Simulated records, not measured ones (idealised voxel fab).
Name of the process module below: voxel transistor to metal
Each square cell in cross-section cut measures 5 nm, and the section as a whole is 210 nm wide.
Think of the cross-section as a grid of square cells. We describe it in bands, top to bottom, and each band covers one or more rows of those cells.
The entry gives the band's vertical extent as a top height and a bottom height in nm, then its horizontal make-up as materials from left to right, each with a width in nm. "air" stands for empty space; a single material marked "full width" fills the band edge to edge.
It should be noted that heights are counted from 0, beneath which the wafer as supplied is of one material throughout, and that the lowest band possesses no lower boundary but continues downward, as written in "0 nm and below".
The two numbers in a width such as "30 to 40" mark its ends across the band: the first belongs to the top row of cells, the second to the bottom row, and from each row to the next the width moves by the same amount.
When a step is marked "nothing different", none of the cells in the cross-section changed during that step.
Reported under the label "Sealed-off cavities" are the empty spaces having no open way to the top and comprising 8 cells or more; the notation for each is width x height at distance, in which the distance is measured from the left edge and all three values are in nm.
If you see something after the settings on a step's line, that's the simulator's own remark about that step.
What "overlay nm" on a step's line means: if the step has a mask, that mask lay this far to the right of its planned place, or, when the value is negative, to the left.

Set out below are the planned steps of the process
1,RECEIVE with material Si
2,CONFORMAL_DEP with material SiO2, thk nm 5
3,CONFORMAL_DEP with material SiN, thk nm 15
4,MASKED_ETCH with tone cover, mask id ACTIVE, width nm 120, etch materials SiN, depth nm 15, overlay nm 0
5,MASKED_ETCH with tone cover, mask id ACTIVE, width nm 120, etch materials SiO2, depth nm 5, overlay nm 0
6,MASKED_ETCH with tone cover, mask id ACTIVE, width nm 120, etch materials Si, depth nm 35, overlay nm 0
7,FILL_DEP with material SiO2, thk nm 10
8,CMP with height nm 20
9,SELECTIVE_ETCH with etch materials SiO2, depth nm 5
10,STRIP with etch materials SiN
11,SELECTIVE_ETCH with etch materials SiO2, depth nm 5
12,OXIDIZE with depth nm 5
13,DIRECTIONAL_DEP with material polySi, thk nm 25
14,DIRECTIONAL_DEP with material SiCN, thk nm 15
15,MASKED_ETCH with tone cover, mask id GATE, width nm 30, etch materials SiCN, depth nm 25, overlay nm 0
16,MASKED_ETCH with tone cover, mask id GATE, width nm 30, etch materials polySi, depth nm 35, overlay nm 0
17,CONFORMAL_DEP with material SiN, thk nm 10
18,DIRECTIONAL_ETCH with etch materials SiN, depth nm 10
19,DIRECTIONAL_ETCH with etch materials SiO2, depth nm 5
20,EPI with material SiGe, thk nm 5
21,FILL_DEP with material SiO2, thk nm 10
22,CMP with height nm 25
23,STRIP with etch materials polySi
24,SELECTIVE_ETCH with etch materials SiO2, depth nm 5
25,CONFORMAL_DEP with material HfO2, thk nm 5
26,CONFORMAL_DEP with material TiN, thk nm 5
27,FILL_DEP with material W, thk nm 10
28,CMP with height nm 20
29,DIRECTIONAL_DEP with material SiO2, thk nm 15
30,PATTERN with tone open, mask id CONTACT, material resist, width nm 15, pitch nm 85, thk nm 15, overlay nm 0
31,DIRECTIONAL_ETCH with etch materials SiO2, depth nm 35
32,STRIP with etch materials resist
33,CONFORMAL_DEP with material TiN, thk nm 5
34,FILL_DEP with material W, thk nm 5
35,CMP with height nm 35
36,CONFORMAL_DEP with material SiCN, thk nm 5
37,DIRECTIONAL_DEP with material SiO2, thk nm 15
38,MASKED_ETCH with tone open, mask id METAL_1, width nm 15, pitch nm 85, etch materials SiO2, depth nm 15, overlay nm 0
39,MASKED_ETCH with tone open, mask id METAL_1, width nm 15, pitch nm 85, etch materials SiCN, depth nm 5, overlay nm 0
40,CONFORMAL_DEP with material TiN, thk nm 5
41,FILL_DEP with material Cu, thk nm 10
42,CMP with height nm 55
43,CONFORMAL_DEP with material SiCN, thk nm 5
44,DIRECTIONAL_DEP with material SiO2, thk nm 30
45,DIRECTIONAL_DEP with material aC, thk nm 15
46,PATTERN with tone open, mask id METAL_2, material resist, width nm 15, pitch nm 85, thk nm 35, overlay nm 0
47,DIRECTIONAL_ETCH with etch materials aC, depth nm 15
48,STRIP with etch materials resist
49,DIRECTIONAL_ETCH with etch materials SiO2, depth nm 15
50,STRIP with etch materials aC
51,PATTERN with tone open, mask id METAL_2_HOLES, material resist, width nm 15, pitch nm 85, thk nm 20, overlay nm 0
52,DIRECTIONAL_ETCH with etch materials SiO2, depth nm 15
53,DIRECTIONAL_ETCH with etch materials SiCN, depth nm 5
54,STRIP with etch materials resist
55,CONFORMAL_DEP with material TiN, thk nm 5
56,FILL_DEP with material Cu, thk nm 10
57,CMP with height nm 90
58,CONFORMAL_DEP with material SiN, thk nm 5

So this is the incoming wafer in cross-section - it's already been through step 1
0 nm and below  Si full width
Sealed-off cavities: none

Run as planned - first of the two wafers cross-sectioned at the end of the module
95 nm to 90 nm  SiN full width
90 nm to 60 nm  SiO2 55, TiN 5, Cu 5, TiN 5, SiO2 70, TiN 5, Cu 5, TiN 5, SiO2 55
60 nm to 55 nm  SiCN 55, TiN 15, SiCN 70, TiN 15, SiCN 55
55 nm to 40 nm  SiO2 55, TiN 5, Cu 5, TiN 5, SiO2 70, TiN 5, Cu 5, TiN 5, SiO2 55
40 nm to 35 nm  SiCN 55, TiN 15, SiCN 70, TiN 15, SiCN 55
35 nm to 20 nm  SiO2 55, TiN 5, W 5, TiN 5, SiO2 70, TiN 5, W 5, TiN 5, SiO2 55
20 nm to 10 nm  SiO2 55, TiN 5, W 5, TiN 5, SiO2 10, SiN 10, HfO2 5, TiN 5, W 10, TiN 5, HfO2 5, SiN 10, SiO2 10, TiN 5, W 5, TiN 5, SiO2 55
10 nm to 5 nm  SiO2 40, SiN 10, SiO2 5, TiN 5, W 5, TiN 5, SiO2 10, SiN 10, HfO2 5, TiN 5, W 10, TiN 5, HfO2 5, SiN 10, SiO2 10, TiN 5, W 5, TiN 5, SiO2 5, SiN 10, SiO2 40
5 nm to 0 nm  SiO2 40, SiN 10, SiO2 5, TiN 15, SiO2 10, SiN 10, HfO2 5, TiN 20, HfO2 5, SiN 10, SiO2 10, TiN 15, SiO2 5, SiN 10, SiO2 40
0 nm to -5 nm  SiO2 50, SiGe 30, SiO2 5, HfO2 40, SiO2 5, SiGe 30, SiO2 50
-5 nm to -35 nm  SiO2 45, Si 120, SiO2 45
-35 nm and below  Si full width
Sealed-off cavities: none

This cross-section belongs to the second wafer of two at the end of the module; the start and the plan were shared with the first, and the run included one mistake
95 nm to 90 nm  SiN full width
90 nm to 60 nm  SiO2 55, TiN 5, Cu 5, TiN 5, SiO2 70, TiN 5, Cu 5, TiN 5, SiO2 55
60 nm to 55 nm  SiCN 55, TiN 15, SiCN 70, TiN 15, SiCN 55
55 nm to 40 nm  SiO2 55, TiN 5, Cu 5, TiN 5, SiO2 70, TiN 5, Cu 5, TiN 5, SiO2 55
40 nm to 35 nm  SiCN 55, TiN 15, SiCN 70, TiN 15, SiCN 55
35 nm to 30 nm  W full width
30 nm to 25 nm  TiN 60, W 5, TiN 80, W 5, TiN 60
25 nm to 20 nm  SiO2 55, TiN 5, W 5, TiN 5, SiO2 70, TiN 5, W 5, TiN 5, SiO2 55
20 nm to 10 nm  SiO2 55, TiN 5, W 5, TiN 5, SiO2 10, SiN 10, HfO2 5, TiN 5, W 10, TiN 5, HfO2 5, SiN 10, SiO2 10, TiN 5, W 5, TiN 5, SiO2 55
10 nm to 5 nm  SiO2 40, SiN 10, SiO2 5, TiN 5, W 5, TiN 5, SiO2 10, SiN 10, HfO2 5, TiN 5, W 10, TiN 5, HfO2 5, SiN 10, SiO2 10, TiN 5, W 5, TiN 5, SiO2 5, SiN 10, SiO2 40
5 nm to 0 nm  SiO2 40, SiN 10, SiO2 5, TiN 15, SiO2 10, SiN 10, HfO2 5, TiN 20, HfO2 5, SiN 10, SiO2 10, TiN 15, SiO2 5, SiN 10, SiO2 40
0 nm to -5 nm  SiO2 50, SiGe 30, SiO2 5, HfO2 40, SiO2 5, SiGe 30, SiO2 50
-5 nm to -35 nm  SiO2 45, Si 120, SiO2 45
-35 nm and below  Si full width
Sealed-off cavities: none
What broke from the plan during processing? for step 29, the planned setting was not used; the step was instead run as DIRECTIONAL_DEP with material SiO2, thk nm 5
Bottom line after processing is that, in cells, the second wafer is up or down on some materials versus the first: SiO2: 72 fewer | TiN: 32 more | W: 40 more
